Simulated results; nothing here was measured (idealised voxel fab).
Process module heading - voxel capacitor over wiring
For reference, the cross-section in this document is cut, with width 220 nm and square cells of 5 nm.
Square cells in a grid make up a cross-section in this document, and the grid is given as bands, listed from the top down, each one or more rows of cells. Look at the band entry: it leads with the top's height and the bottom's height in nm. Then it lists the materials left to right, with a width in nm for each. The word "full width" on a single material says that material fills the band edge to edge. The word "blank" is empty space. Where do heights start? At 0: under that level the wafer as delivered is made of one material only. And the lowest band has no floor; it just carries on downward, as in "0..down". The notation "30 to 40" denotes a width that varies across the rows of cells in the band, beginning at the first number in the top row, finishing at the second number in the bottom row, and changing by an identical amount from each row to the next. Step note "identical to before" = no cross-section cell changed. Enclosed voids (no open way to top), threshold 8 cells or more, entry "Cavities, sealed", notation width x height at distance, distance from left edge, nm. after a step's settings: what the simulator itself notes on the step. overlay nm: on a step with a mask, how far right of its planned place the mask lay; negative means left.
Steps in the process plan:
1: RECEIVE,material Si
2: CONFORMAL_DEP,material SiO2,thk nm 10
3: CONFORMAL_DEP,material SiN,thk nm 5
4: DIRECTIONAL_DEP,material SiO2,thk nm 15
5: PATTERN,tone open,mask id METAL_1,material resist,width nm 20,pitch nm 80,thk nm 20,overlay nm 0
6: DIRECTIONAL_ETCH,etch materials SiO2,depth nm 15
7: DIRECTIONAL_ETCH,etch materials SiN,depth nm 5
8: STRIP,etch materials resist
9: CONFORMAL_DEP,material TiN,thk nm 5
10: FILL_DEP,material Ru,thk nm 10
11: CMP,height nm 30
12: EPI,material Ru,thk nm 5
13: FILL_DEP,material SiCN,thk nm 5
14: DIRECTIONAL_DEP,material lowk,thk nm 20
15: DIRECTIONAL_DEP,material aC,thk nm 10
16: PATTERN,tone open,mask id PLUG_1,material resist,width nm 15,thk nm 25,overlay nm 0
17: DIRECTIONAL_ETCH,etch materials aC,depth nm 10
18: STRIP,etch materials resist
19: DIRECTIONAL_ETCH,etch materials lowk,depth nm 20
20: DIRECTIONAL_ETCH,etch materials SiCN,depth nm 5
21: STRIP,etch materials aC
22: EPI,material Ru,thk nm 10
23: EPI,material Ru,thk nm 10
24: EPI,material Ru,thk nm 5
25: DIRECTIONAL_DEP,material TiN,thk nm 5
26: DIRECTIONAL_DEP,material Al2O3,thk nm 5
27: DIRECTIONAL_DEP,material TiN,thk nm 5
28: DIRECTIONAL_DEP,material aC,thk nm 15
29: PATTERN,tone cover,mask id UPPER_PLATE,material resist,width nm 65,thk nm 35,overlay nm 0
30: DIRECTIONAL_ETCH,etch materials aC,depth nm 15
31: STRIP,etch materials resist
32: DIRECTIONAL_ETCH,etch materials TiN,depth nm 5
33: DIRECTIONAL_ETCH,etch materials Al2O3,depth nm 5
34: STRIP,etch materials aC
35: DIRECTIONAL_DEP,material aC,thk nm 15
36: PATTERN,tone cover,mask id LOWER_PLATE,material resist,width nm 75,thk nm 35,overlay nm 0
37: DIRECTIONAL_ETCH,etch materials aC,depth nm 15
38: STRIP,etch materials resist
39: DIRECTIONAL_ETCH,etch materials TiN,depth nm 5
40: STRIP,etch materials aC
41: FILL_DEP,material SiO2,thk nm 15
42: CMP,height nm 85
43: PATTERN,tone open,mask id PLUG_2,material resist,width nm 15,thk nm 15,overlay nm 0
44: DIRECTIONAL_ETCH,etch materials SiO2,depth nm 10
45: STRIP,etch materials resist
46: CONFORMAL_DEP,material TiN,thk nm 5
47: FILL_DEP,material Cu,thk nm 10
48: CMP,height nm 85
49: CONFORMAL_DEP,material SiN,thk nm 5
Incoming wafer in cross-section (state: after step 1):
* 0..down | Si full width
* Cavities, sealed: none
Figure: cross-sectional view of the wafer upon completion of the module, processed from the initial state and according to the plan depicted above, with one error introduced during execution:
* 90..85 | SiN full width
* 85..80 | 75 SiO2; 5 TiN; 5 Cu; 5 TiN; 130 SiO2
* 80..75 | 75 SiO2; 15 TiN; 130 SiO2
* 75..70 | SiO2 full width
* 70..65 | 65 SiO2; 65 Al2O3; 90 SiO2
* 65..60 | 60 TiN; 5 SiO2; 65 TiN; 5 SiO2; 85 TiN
* 60..40 | 65 lowk; 15 Ru; 140 lowk
* 40..35 | 65 SiCN; 15 Ru; 140 SiCN
* 35..30 | 55 SiCN; 30 Ru; 50 SiCN; 30 Ru; 55 SiCN
* 30..15 | 60 SiO2; 5 TiN; 10 Ru; 5 TiN; 60 SiO2; 5 TiN; 10 Ru; 5 TiN; 60 SiO2
* 15..10 | 60 SiN; 20 TiN; 60 SiN; 20 TiN; 60 SiN
* 10..0 | SiO2 full width
* 0..down | Si full width
* Cavities, sealed: none
Against the plan, the run slipped here: rather than as planned, step 36 actually ran as PATTERN,tone open,mask id LOWER_PLATE,material resist,width nm 75,thk nm 35,overlay nm 0
